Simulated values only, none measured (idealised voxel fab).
voxel self aligned contacts: a process module
Section cut is 275 nm wide and gridded with 5 nm square cells.
The cross-sections in this document take the form of a grid made of square cells. They are written out as bands, in order from top to bottom. Each band consists of one or more rows of cells.
Basically the band line says how high the top is and how high the bottom is, in nm, and then what's in it from left to right, every material with its width in nm. Empty space shows up as "blank", and if a single material carries "throughout" it runs the full band edge to edge.
Height reference: 0 = level under which incoming wafer is all one material. Lowest band: no bottom, runs on downward, e.g. "from 0 down".
Note: "30..40" means the width goes from the first number (top row of the band) to the second number (bottom row) in equal steps per row of cells.
Where the words "changes: none" appear for a step, the cross-section shows no cell changed by that step; every cell remained as before.
What "Cavities, closed" gives you is every empty space of 8 cells or more that is cut off from the top. Each appears as width x height at distance, with the distance taken from the left edge and width, height and distance all in nm.
Post-settings text on a step line: simulator's own remark regarding the step.
When a step includes a mask, the "overlay nm" setting on its line states how far to the right of its planned place that mask lay, and negative values state how far to the left.

Process steps foreseen in the plan
| 1 | RECEIVE,material Si |
| 2 | OXIDIZE,depth nm 5 |
| 3 | DIRECTIONAL_DEP,material polySi,thk nm 30 |
| 4 | DIRECTIONAL_DEP,material SiN,thk nm 20 |
| 5 | PATTERN,tone cover,mask id GATE,material resist,width nm 35,pitch nm 70,thk nm 20,overlay nm 0 |
| 6 | DIRECTIONAL_ETCH,etch materials SiN,depth nm 20 |
| 7 | DIRECTIONAL_ETCH,etch materials polySi,depth nm 30 |
| 8 | STRIP,etch materials resist |
| 9 | CONFORMAL_DEP,material SiN,thk nm 5 |
| 10 | DIRECTIONAL_ETCH,etch materials SiN,depth nm 5 |
| 11 | FILL_DEP,material SiO2,thk nm 15 |
| 12 | CMP,height nm 60 |
| 13 | PATTERN,tone open,mask id CONTACT,material resist,width nm 55,pitch nm 70,thk nm 20,overlay nm 0 |
| 14 | DIRECTIONAL_ETCH,etch materials SiO2,depth nm 65 |
| 15 | STRIP,etch materials resist |
| 16 | CONFORMAL_DEP,material TiN,thk nm 5 |
| 17 | FILL_DEP,material W,thk nm 5 |
| 18 | CMP,height nm 60 |
| 19 | CONFORMAL_DEP,material SiN,thk nm 5 |

Cross-section of the wafer as it came to us, i.e., already through step 1
  from 0 down | Si throughout
  Cavities, closed: none

Here's the cross-section of the first of our two wafers at the end of the module - it ran as planned
  from 65 to 60 | SiN throughout
  from 60 to 50 | SiO2 75 nm, then TiN 5..20 nm, then W 45..15 nm, then TiN 5..20 nm, then SiO2 15 nm, then TiN 5..20 nm, then W 45..15 nm, then TiN 5..20 nm, then SiO2 75 nm
  from 50 to 30 | SiO2 45 nm, then SiN 45 nm, then TiN 5 nm, then W 15 nm, then TiN 5 nm, then SiN 45 nm, then TiN 5 nm, then W 15 nm, then TiN 5 nm, then SiN 45 nm, then SiO2 45 nm
  from 30 to 0 | SiO2 45 nm, then SiN 5 nm, then polySi 35 nm, then SiN 5 nm, then TiN 5 nm, then W 15 nm, then TiN 5 nm, then SiN 5 nm, then polySi 35 nm, then SiN 5 nm, then TiN 5 nm, then W 15 nm, then TiN 5 nm, then SiN 5 nm, then polySi 35 nm, then SiN 5 nm, then SiO2 45 nm
  from 0 to -5 | SiO2 90 nm, then TiN 25 nm, then SiO2 45 nm, then TiN 25 nm, then SiO2 90 nm
  from -5 down | Si throughout
  Cavities, closed: none

Cross-section, wafer two of two, end of module: same start and plan as wafer one, one error in execution
  from 65 to 60 | SiN throughout
  from 60 to 50 | SiO2 75 nm, then TiN 5..20 nm, then W 45..15 nm, then TiN 5..20 nm, then SiO2 15 nm, then TiN 5..20 nm, then W 45..15 nm, then TiN 5..20 nm, then SiO2 75 nm
  from 50 to 30 | SiO2 45 nm, then SiN 45 nm, then TiN 5 nm, then W 15 nm, then TiN 5 nm, then SiN 45 nm, then TiN 5 nm, then W 15 nm, then TiN 5 nm, then SiN 45 nm, then SiO2 45 nm
  from 30 to 5 | SiO2 45 nm, then SiN 5 nm, then polySi 35 nm, then SiN 5 nm, then TiN 5 nm, then W 15 nm, then TiN 5 nm, then SiN 5 nm, then polySi 35 nm, then SiN 5 nm, then TiN 5 nm, then W 15 nm, then TiN 5 nm, then SiN 5 nm, then polySi 35 nm, then SiN 5 nm, then SiO2 45 nm
  from 5 to 0 | SiO2 45 nm, then SiN 5 nm, then polySi 35 nm, then SiN 5 nm, then TiN 25 nm, then SiN 5 nm, then polySi 35 nm, then SiN 5 nm, then TiN 25 nm, then SiN 5 nm, then polySi 35 nm, then SiN 5 nm, then SiO2 45 nm
  from 0 down | Si throughout
  Cavities, closed: none
Misprocessing identified: step 2 of the plan was jumped over and never run
Per the end-of-run cell counts, the second wafer holds more or fewer of some materials than the first: 55 more of Si | 45 fewer of SiO2 | 4 fewer of TiN | 6 fewer of W
